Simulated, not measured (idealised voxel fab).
This is a process module. Its name is voxel self aligned contacts.
Cross-section cut spans 220 nm and uses square cells 5 nm in size.
A cross-section is a grid of square cells, given in bands from the top down. A band is one or more rows of cells.
Top height, bottom height, nm. Materials left to right, width each, nm. Single material + "full width" = fills band edge to edge. "empty" = empty.
Note: height 0 marks the level under which the wafer is uniformly one material as received. Lowest band unbounded below, written "0 -> down".
So if you see something like "30->40" for the width, read it as the top row of the band sitting at the first number and the bottom row at the second, with every row in between moving by the same amount as the last.
You'll sometimes find "remains unaltered" written for a step, and that's the way of saying that nowhere in the cross-section did a cell change during that step.
Closed empty spaces (no open way to the top) of 8 cells or more are what "Closed cavities" lists, each as width x height at distance from the left edge, nm for all three.
The remark found on a step's line after its settings is issued by the simulator itself and pertains to that step.
You can add "overlay nm" to a step's line. For a step with a mask, it describes how far the mask lay to the right of its planned position, and a negative number describes a lay to the left.

## The following list gives the planned process steps
1 op RECEIVE | material Si
2 op CONFORMAL_DEP | material SiO2 | thk nm 5
3 op DIRECTIONAL_DEP | material polySi | thk nm 25
4 op DIRECTIONAL_DEP | material SiN | thk nm 15
5 op MASKED_ETCH | tone cover | mask id GATE | width nm 35 | pitch nm 70 | etch materials SiN | depth nm 15 | overlay nm -15
6 op MASKED_ETCH | tone cover | mask id GATE | width nm 35 | pitch nm 70 | etch materials polySi | depth nm 25 | overlay nm 0
7 op CONFORMAL_DEP | material SiN | thk nm 5
8 op DIRECTIONAL_ETCH | etch materials SiN | depth nm 5
9 op FILL_DEP | material SiO2 | thk nm 10
10 op CMP | height nm 50
11 op PATTERN | tone open | mask id CONTACT | material resist | width nm 45 | thk nm 15 | overlay nm 0
12 op DIRECTIONAL_ETCH | etch materials SiO2 | depth nm 50
13 op STRIP | etch materials resist
14 op CONFORMAL_DEP | material TiN | thk nm 5
15 op FILL_DEP | material Ru | thk nm 10
16 op CMP | height nm 50
17 op CONFORMAL_DEP | material SiN | thk nm 5
Heads up: all these wafers start the same, and what changes between them is the overlay nm in step 5. The value you see in the plan is just what the first wafer got.

## First of several wafers, received after step 1, in cross-section
    0 -> down = Si full width
    Closed cavities: none

## Take any row and you have a wafer at the end of the module: how many cells of each material it has gained (+) or lost (-) since it was received, and then its closed voids
overlay nm -15; +6 Ru; +118 SiN; +233 SiO2; +27 TiN; +100 polySi; Closed cavities: none
overlay nm -10; +15 Ru; +118 SiN; +234 SiO2; +27 TiN; +90 polySi; Closed cavities: none
overlay nm -5; +21 Ru; +118 SiN; +238 SiO2; +27 TiN; +80 polySi; Closed cavities: none
overlay nm 0; +27 Ru; +118 SiN; +242 SiO2; +27 TiN; +70 polySi; Closed cavities: none
overlay nm 5; +21 Ru; +118 SiN; +238 SiO2; +27 TiN; +80 polySi; Closed cavities: none
overlay nm 10; +15 Ru; +118 SiN; +234 SiO2; +27 TiN; +90 polySi; Closed cavities: none
overlay nm 15; +6 Ru; +118 SiN; +233 SiO2; +27 TiN; +100 polySi; Closed cavities: none
